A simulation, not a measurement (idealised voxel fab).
This is a process module. Its name is voxel wiring stack.
It is cross-section cut that appears here, measuring 290 nm in width, its square cells being 5 nm in size.
Bands, listed from the top down, are how a cross-section gets written in this document; the cross-section itself is a grid of square cells, and a band is one or more rows of them.
For a band, the entry starts with two heights in nm, that of the top and then that of the bottom, and carries on with the band's materials in order from left to right, each alongside its width in nm; the word "all across" beside a single material means it fills the band edge to edge, and "blank" means empty space.
Counting heights begins at 0, where everything beneath is, in the wafer as received, one material. The lowest band has no bottom; it goes on downwards, as "0 nm and below" shows.
Note: "30->40" means the width goes from the first number (top row of the band) to the second number (bottom row) in equal steps per row of cells.
The cross-section has no changed cell in any step marked "remained unchanged".
Under "Voids lacking openings" you'll find the enclosed gaps, the ones with no way out to the top, that are 8 cells or bigger; each reads width x height at distance, with distance counted from the left edge, everything in nm.
Heads up: the bit after the settings on a step's line is the simulator's remark on that step.
"overlay nm", when on a step's line for a step with a mask, measures how far to the right of its planned place the mask lay; a negative measure means to the left.
# Process steps - plan
| 1 | RECEIVE | material Si |
| 2 | CONFORMAL_DEP | material SiO2 | thk nm 10 |
| 3 | CONFORMAL_DEP | material SiCN | thk nm 5 |
| 4 | DIRECTIONAL_DEP | material SiO2 | thk nm 25 |
| 5 | MASKED_ETCH | tone open | mask id METAL_1 | width nm 20 | pitch nm 45 | etch materials SiO2 | depth nm 25 | overlay nm 0 |
| 6 | MASKED_ETCH | tone open | mask id METAL_1 | width nm 20 | pitch nm 45 | etch materials SiCN | depth nm 5 | overlay nm 0 |
| 7 | CONFORMAL_DEP | material TiN | thk nm 5 |
| 8 | FILL_DEP | material Cu | thk nm 5 |
| 9 | CMP | height nm 40 |
| 10 | CONFORMAL_DEP | material SiCN | thk nm 5 |
| 11 | DIRECTIONAL_DEP | material SiO2 | thk nm 30 |
| 12 | MASKED_ETCH | tone open | mask id METAL_2 | width nm 20 | pitch nm 45 | etch materials SiO2 | depth nm 15 | overlay nm 0 |
| 13 | PATTERN | tone open | mask id METAL_2_HOLES | material resist | width nm 15 | thk nm 15 | overlay nm 0 |
| 14 | DIRECTIONAL_ETCH | etch materials SiO2 | depth nm 15 |
| 15 | DIRECTIONAL_ETCH | etch materials SiCN | depth nm 5 |
| 16 | STRIP | etch materials resist |
| 17 | CONFORMAL_DEP | material TiN | thk nm 5 |
| 18 | FILL_DEP | material Cu | thk nm 5 |
| 19 | CMP | height nm 75 |
| 20 | CONFORMAL_DEP | material SiCN | thk nm 5 |
| 21 | DIRECTIONAL_DEP | material lowk | thk nm 30 |
| 22 | PATTERN | tone open | mask id METAL_3_HOLES | material resist | width nm 15 | pitch nm 45 | thk nm 20 | overlay nm 0 |
| 23 | DIRECTIONAL_ETCH | etch materials lowk | depth nm 30 |
| 24 | STRIP | etch materials resist |
| 25 | MASKED_ETCH | tone open | mask id METAL_3 | width nm 20 | pitch nm 45 | etch materials lowk | depth nm 15 | overlay nm 0 |
| 26 | MASKED_ETCH | tone open | mask id METAL_3 | width nm 20 | pitch nm 45 | etch materials SiCN | depth nm 5 | overlay nm 0 |
| 27 | CONFORMAL_DEP | material TiN | thk nm 5 |
| 28 | FILL_DEP | material Ru | thk nm 5 |
| 29 | CMP | height nm 110 |
| 30 | CONFORMAL_DEP | material SiCN | thk nm 5 |
| 31 | DIRECTIONAL_DEP | material lowk | thk nm 35 |
| 32 | DIRECTIONAL_DEP | material aC | thk nm 10 |
| 33 | PATTERN | tone open | mask id METAL_4_HOLES | material resist | width nm 15 | thk nm 25 | overlay nm 0 |
| 34 | DIRECTIONAL_ETCH | etch materials aC | depth nm 10 |
| 35 | STRIP | etch materials resist |
| 36 | DIRECTIONAL_ETCH | etch materials lowk | depth nm 35 |
| 37 | STRIP | etch materials aC |
| 38 | PATTERN | tone open | mask id METAL_4 | material resist | width nm 20 | pitch nm 45 | thk nm 15 | overlay nm 0 |
| 39 | DIRECTIONAL_ETCH | etch materials lowk | depth nm 20 |
| 40 | DIRECTIONAL_ETCH | etch materials SiCN | depth nm 5 |
| 41 | STRIP | etch materials resist |
| 42 | CONFORMAL_DEP | material TiN | thk nm 5 |
| 43 | FILL_DEP | material Cu | thk nm 10 |
| 44 | CMP | height nm 150 |
| 45 | CONFORMAL_DEP | material SiN | thk nm 5 |
# As-received wafer cross-section (after step 1)
    0 nm and below  Si all across
    Voids lacking openings: none
# Module complete - cross-section of the first of two wafers, run according to plan
    155 nm to 150 nm  SiN all across
    150 nm to 135 nm  lowk: 110; TiN: 5; Cu: 10; TiN: 5; lowk: 25; TiN: 5; Cu: 10; TiN: 5; lowk: 115
    135 nm to 130 nm  lowk: 110; TiN: 5; Cu: 5; TiN: 10; lowk: 25; TiN: 20; lowk: 115
    130 nm to 115 nm  lowk: 110; TiN: 5; Cu: 5; TiN: 5; lowk: 165
    115 nm to 110 nm  SiCN: 110; TiN: 15; SiCN: 165
    110 nm to 100 nm  lowk: 110; TiN: 5; Ru: 10; TiN: 5; lowk: 25; TiN: 5; Ru: 10; TiN: 5; lowk: 115
    100 nm to 95 nm  lowk: 110; TiN: 5; Ru: 5; TiN: 10; lowk: 25; TiN: 5; Ru: 5; TiN: 10; lowk: 115
    95 nm to 80 nm  lowk: 110; TiN: 5; Ru: 5; TiN: 5; lowk: 30; TiN: 5; Ru: 5; TiN: 5; lowk: 120
    80 nm to 75 nm  SiCN: 110; TiN: 15; SiCN: 30; TiN: 15; SiCN: 120
    75 nm to 65 nm  SiO2: 110; TiN: 5; Cu: 10; TiN: 5; SiO2: 25; TiN: 5; Cu: 10; TiN: 5; SiO2: 115
    65 nm to 60 nm  SiO2: 110; TiN: 5; Cu: 5; TiN: 10; SiO2: 25; TiN: 20; SiO2: 115
    60 nm to 45 nm  SiO2: 110; TiN: 5; Cu: 5; TiN: 5; SiO2: 165
    45 nm to 40 nm  SiCN: 110; TiN: 15; SiCN: 165
    40 nm to 15 nm  SiO2: 110; TiN: 5; Cu: 10; TiN: 5; SiO2: 25; TiN: 5; Cu: 10; TiN: 5; SiO2: 115
    15 nm to 10 nm  SiCN: 110; TiN: 20; SiCN: 25; TiN: 20; SiCN: 115
    10 nm to 0 nm  SiO2 all across
    0 nm and below  Si all across
    Voids lacking openings: none
# Wafer two (of two), end-of-module cross-section: start = wafer one, plan = wafer one, one run mistake
    155 nm to 150 nm  SiN all across
    150 nm to 135 nm  lowk: 110; TiN: 5; Cu: 10; TiN: 5; lowk: 25; TiN: 5; Cu: 10; TiN: 5; lowk: 115
    135 nm to 130 nm  lowk: 110; TiN: 5; Cu: 5; TiN: 10; lowk: 25; TiN: 20; lowk: 115
    130 nm to 115 nm  lowk: 110; TiN: 5; Cu: 5; TiN: 5; lowk: 165
    115 nm to 110 nm  SiCN: 110; TiN: 15; SiCN: 165
    110 nm to 100 nm  lowk: 100; TiN: 5; Ru: 20; TiN: 5; lowk: 15; TiN: 5; Ru: 20; TiN: 5; lowk: 115
    100 nm to 95 nm  lowk: 100; TiN: 5; Ru: 5; TiN: 20; lowk: 15; TiN: 5; Ru: 5; TiN: 20; lowk: 115
    95 nm to 85 nm  lowk: 100; TiN: 5; Ru: 5; TiN: 5; lowk: 30; TiN: 5; Ru: 5; TiN: 5; lowk: 130
    85 nm to 80 nm  lowk: 100; TiN: 15; lowk: 30; TiN: 15; lowk: 130
    80 nm to 75 nm  SiCN: 110; TiN: 5; SiCN: 40; TiN: 5; SiCN: 130
    75 nm to 65 nm  SiO2: 110; TiN: 5; Cu: 10; TiN: 5; SiO2: 25; TiN: 5; Cu: 10; TiN: 5; SiO2: 115
    65 nm to 60 nm  SiO2: 110; TiN: 5; Cu: 5; TiN: 10; SiO2: 25; TiN: 20; SiO2: 115
    60 nm to 45 nm  SiO2: 110; TiN: 5; Cu: 5; TiN: 5; SiO2: 165
    45 nm to 40 nm  SiCN: 110; TiN: 15; SiCN: 165
    40 nm to 15 nm  SiO2: 110; TiN: 5; Cu: 10; TiN: 5; SiO2: 25; TiN: 5; Cu: 10; TiN: 5; SiO2: 115
    15 nm to 10 nm  SiCN: 110; TiN: 20; SiCN: 25; TiN: 20; SiCN: 115
    10 nm to 0 nm  SiO2 all across
    0 nm and below  Si all across
    Voids lacking openings: none
It is concluded that the wafer was processed incorrectly with respect to the plan, in that step 22 was not run as planned; what actually ran was PATTERN | tone open | mask id METAL_3_HOLES | material resist | width nm 15 | pitch nm 45 | thk nm 20 | overlay nm -10
FYI, end of process, the second wafer has more or fewer cells of some materials than the first: +6 Ru, +4 SiCN, +2 TiN, -12 lowk
